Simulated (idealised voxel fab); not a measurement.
The document below concerns the process module designated voxel plated lines.
Cross-section cut: width 245 nm, square cells of 5 nm.
Cross-section format: a grid of square cells, given as bands from top to bottom; each band is one or more rows of cells. Top height, bottom height, nm. Materials left to right, width each, nm. Single material + "edge to edge" = fills band edge to edge. "empty" = empty. For the purposes of this specification, 0 denotes the height below which the wafer in its as-received condition is composed wholly of one material, and the lowermost band, lacking a lower limit, extends downward without end, as expressed in "0 nm and below". A width given as "30..40" starts at the first number in the band's top row and ends at the second number in its bottom row, shifting by an equal amount at every step from row to row. "nothing altered", as given for a step, is the statement that not any cell of the cross-section underwent a change during that step. Basically, "Sealed void inventory" tells you about the enclosed voids: empty spaces with no open way to the top, 8 cells or bigger, each written width x height at distance, where distance is from the left edge, all in nm. Anything after a step's settings on that line? It's the simulator's own note about the step. overlay nm, on a step with a mask: how far to the right of its planned place the mask lay; to the left if negative.
The steps planned for the process are as follows
1: op RECEIVE | material Si
2: op CONFORMAL_DEP | material SiO2 | thk nm 10
3: op DIRECTIONAL_DEP | material TiN | thk nm 5
4: op PATTERN | tone open | mask id LINES | material resist | width nm 15 | pitch nm 35 | thk nm 25 | overlay nm 0
5: op EPI | material Ru | thk nm 5
6: op EPI | material Ru | thk nm 10
7: op STRIP | etch materials resist
8: op DIRECTIONAL_ETCH | etch materials TiN | depth nm 5
9: op CONFORMAL_DEP | material SiCN | thk nm 5
Step 1 complete: cross-section of the wafer as received
  0 nm and below  Si edge to edge
  Sealed void inventory: none
End-of-module cross-section of the first of two wafers, processed as planned
  35 nm to 30 nm  empty (90)  SiCN (25)  empty (10)  SiCN (25)  empty (95)
  30 nm to 15 nm  empty (90)  SiCN (5)  Ru (15)  SiCN (5)  empty (10)  SiCN (5)  Ru (15)  SiCN (5)  empty (95)
  15 nm to 10 nm  SiCN (95)  TiN (15)  SiCN (20)  TiN (15)  SiCN (100)
  10 nm to 0 nm  SiO2 edge to edge
  0 nm and below  Si edge to edge
  Sealed void inventory: none
This cross-section belongs to the second wafer of two at the end of the module; the start and the plan were shared with the first, and the run included one mistake
  35 nm to 30 nm  empty (90)  SiCN (25)  empty (10)  SiCN (25)  empty (95)
  30 nm to 15 nm  empty (90)  SiCN (5)  Ru (15)  SiCN (5)  empty (10)  SiCN (5)  Ru (15)  SiCN (5)  empty (95)
  15 nm to 10 nm  SiCN (95)  TiN (15)  SiCN (20)  TiN (15)  SiCN (100)
  10 nm to 0 nm  Ru edge to edge
  0 nm and below  Si edge to edge
  Sealed void inventory: none
Short version of what went wrong: step 2 ran with different settings than intended, the actual operation and settings being op CONFORMAL_DEP | material Ru | thk nm 10
Final wafer comparison in cells, second versus first, more or fewer per material: +98 Ru, -98 SiO2
